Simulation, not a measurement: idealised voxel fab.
Process module name: voxel capacitor over wiring
FYI the section here is cut, 290 nm wide, cells are 5 nm squares.
Think of the cross-section as a grid of square cells. We describe it in bands, top to bottom, and each band covers one or more rows of those cells. Read a band's entry like this: the first values are the height of its top and the height of its bottom in nm, and what follows is the sequence of materials from left to right, each with its width in nm. Note that "blank" is empty space, and that a single material marked "all across" reaches across the band from edge to edge. For the purposes of this specification, 0 denotes the height below which the wafer in its as-received condition is composed wholly of one material, and the lowermost band, lacking a lower limit, extends downward without end, as expressed in "0 -> down". You'd read "30..40" like this: the band's top row of cells is as wide as the first number, its bottom row is as wide as the second, and going down, every row changes width by the same amount as the row before did. A step reported as "stayed the same" is a step in which no cell of the cross-section changed. "Enclosed void inventory" specifies each empty space that is not open to the top and that occupies no fewer than 8 cells, using the form width x height at distance, the distance measured from the left edge and all three quantities in nm. Note: text after step settings on the step line = simulator remark on that step. The setting "overlay nm" may be written on the line of a step. When the step uses a mask, the value reports how far to the right of the planned place the mask lay, and a negative value reports that it lay to the left.
**Process steps (planned)**
1) RECEIVE with material Si
2) CONFORMAL_DEP with material SiO2, thk nm 15
3) DIRECTIONAL_DEP with material TiN, thk nm 5
4) DIRECTIONAL_DEP with material Ru, thk nm 20
5) DIRECTIONAL_DEP with material aC, thk nm 15
6) PATTERN with tone cover, mask id METAL_1, material resist, width nm 30, pitch nm 95, thk nm 35, overlay nm 0
7) DIRECTIONAL_ETCH with etch materials aC, depth nm 15
8) STRIP with etch materials resist
9) DIRECTIONAL_ETCH with etch materials Ru, depth nm 20
10) DIRECTIONAL_ETCH with etch materials TiN, depth nm 5
11) STRIP with etch materials aC
12) FILL_DEP with material lowk, thk nm 5
13) CMP with height nm 40
14) CONFORMAL_DEP with material SiCN, thk nm 5
15) DIRECTIONAL_DEP with material SiO2, thk nm 15
16) DIRECTIONAL_DEP with material aC, thk nm 10
17) PATTERN with tone open, mask id PLUG_1, material resist, width nm 15, thk nm 25, overlay nm 0
18) DIRECTIONAL_ETCH with etch materials aC, depth nm 10
19) STRIP with etch materials resist
20) DIRECTIONAL_ETCH with etch materials SiO2, depth nm 15
21) DIRECTIONAL_ETCH with etch materials SiCN, depth nm 5
22) STRIP with etch materials aC
23) CONFORMAL_DEP with material TiN, thk nm 5
24) FILL_DEP with material Cu, thk nm 10
25) CMP with height nm 60
26) DIRECTIONAL_DEP with material TiN, thk nm 10
27) DIRECTIONAL_DEP with material Al2O3, thk nm 5
28) DIRECTIONAL_DEP with material TiN, thk nm 10
29) PATTERN with tone cover, mask id UPPER_PLATE, material resist, width nm 70, thk nm 15, overlay nm 0
30) DIRECTIONAL_ETCH with etch materials TiN, depth nm 10
31) DIRECTIONAL_ETCH with etch materials Al2O3, depth nm 5
32) STRIP with etch materials resist
33) MASKED_ETCH with tone cover, mask id LOWER_PLATE, width nm 70, etch materials TiN, depth nm 10, overlay nm 0
34) FILL_DEP with material SiO2, thk nm 20
35) CMP with height nm 100
36) MASKED_ETCH with tone open, mask id PLUG_2, width nm 15, etch materials SiO2, depth nm 15, overlay nm 0
37) CONFORMAL_DEP with material TiN, thk nm 5
38) FILL_DEP with material W, thk nm 10
39) CMP with height nm 100
40) CONFORMAL_DEP with material SiN, thk nm 5
Across this set of wafers, the varied parameter is the width nm of step 33. Starting conditions are identical for every wafer, and the plan reports the value assigned to the first wafer.
**The first of several wafers in cross-section, exactly as it reached us after step 1**
  0 -> down | Si all across
  Enclosed void inventory: none
**End of the module, past its last step, step 40: how the first of several wafers looks in cross-section**
  105 -> 100 | SiN all across
  100 -> 90 | SiO2 105, TiN 5, W 5, TiN 5, SiO2 170
  90 -> 85 | SiO2 105, TiN 15, SiO2 170
  85 -> 75 | SiO2 95, TiN 70, SiO2 125
  75 -> 70 | SiO2 95, Al2O3 70, SiO2 125
  70 -> 60 | SiO2 95, TiN 70, SiO2 125
  60 -> 45 | SiO2 95, TiN 5, Cu 5, TiN 5, SiO2 180
  45 -> 40 | SiCN 95, TiN 15, SiCN 180
  40 -> 20 | lowk 80, Ru 30, lowk 65, Ru 30, lowk 85
  20 -> 15 | lowk 80, TiN 30, lowk 65, TiN 30, lowk 85
  15 -> 0 | SiO2 all across
  0 -> down | Si all across
  Enclosed void inventory: none
**Last wafer of the set, cross-sectioned at end of module**
  105 -> 100 | SiN all across
  100 -> 90 | SiO2 105, TiN 5, W 5, TiN 5, SiO2 170
  90 -> 85 | SiO2 105, TiN 15, SiO2 170
  85 -> 75 | SiO2 95, TiN 70, SiO2 125
  75 -> 70 | SiO2 95, Al2O3 70, SiO2 125
  70 -> 60 | SiO2 85, TiN 95, SiO2 110
  60 -> 45 | SiO2 95, TiN 5, Cu 5, TiN 5, SiO2 180
  45 -> 40 | SiCN 95, TiN 15, SiCN 180
  40 -> 20 | lowk 80, Ru 30, lowk 65, Ru 30, lowk 85
  20 -> 15 | lowk 80, TiN 30, lowk 65, TiN 30, lowk 85
  15 -> 0 | SiO2 all across
  0 -> down | Si all across
  Enclosed void inventory: none
**Here is how to read the rows: every wafer has a row, and it shows the wafer at the end of the module, giving for each material how many cells were gained (+) or lost (-) since the wafer was received, then listing its closed voids**
width nm 70; +14 Al2O3; +3 Cu; +48 Ru; +55 SiCN; +58 SiN; +724 SiO2; +84 TiN; +2 W; +230 lowk; Enclosed void inventory: none
width nm 75; +14 Al2O3; +3 Cu; +48 Ru; +55 SiCN; +58 SiN; +722 SiO2; +86 TiN; +2 W; +230 lowk; Enclosed void inventory: none
width nm 80; +14 Al2O3; +3 Cu; +48 Ru; +55 SiCN; +58 SiN; +720 SiO2; +88 TiN; +2 W; +230 lowk; Enclosed void inventory: none
width nm 85; +14 Al2O3; +3 Cu; +48 Ru; +55 SiCN; +58 SiN; +718 SiO2; +90 TiN; +2 W; +230 lowk; Enclosed void inventory: none
width nm 90; +14 Al2O3; +3 Cu; +48 Ru; +55 SiCN; +58 SiN; +716 SiO2; +92 TiN; +2 W; +230 lowk; Enclosed void inventory: none
width nm 95; +14 Al2O3; +3 Cu; +48 Ru; +55 SiCN; +58 SiN; +714 SiO2; +94 TiN; +2 W; +230 lowk; Enclosed void inventory: none
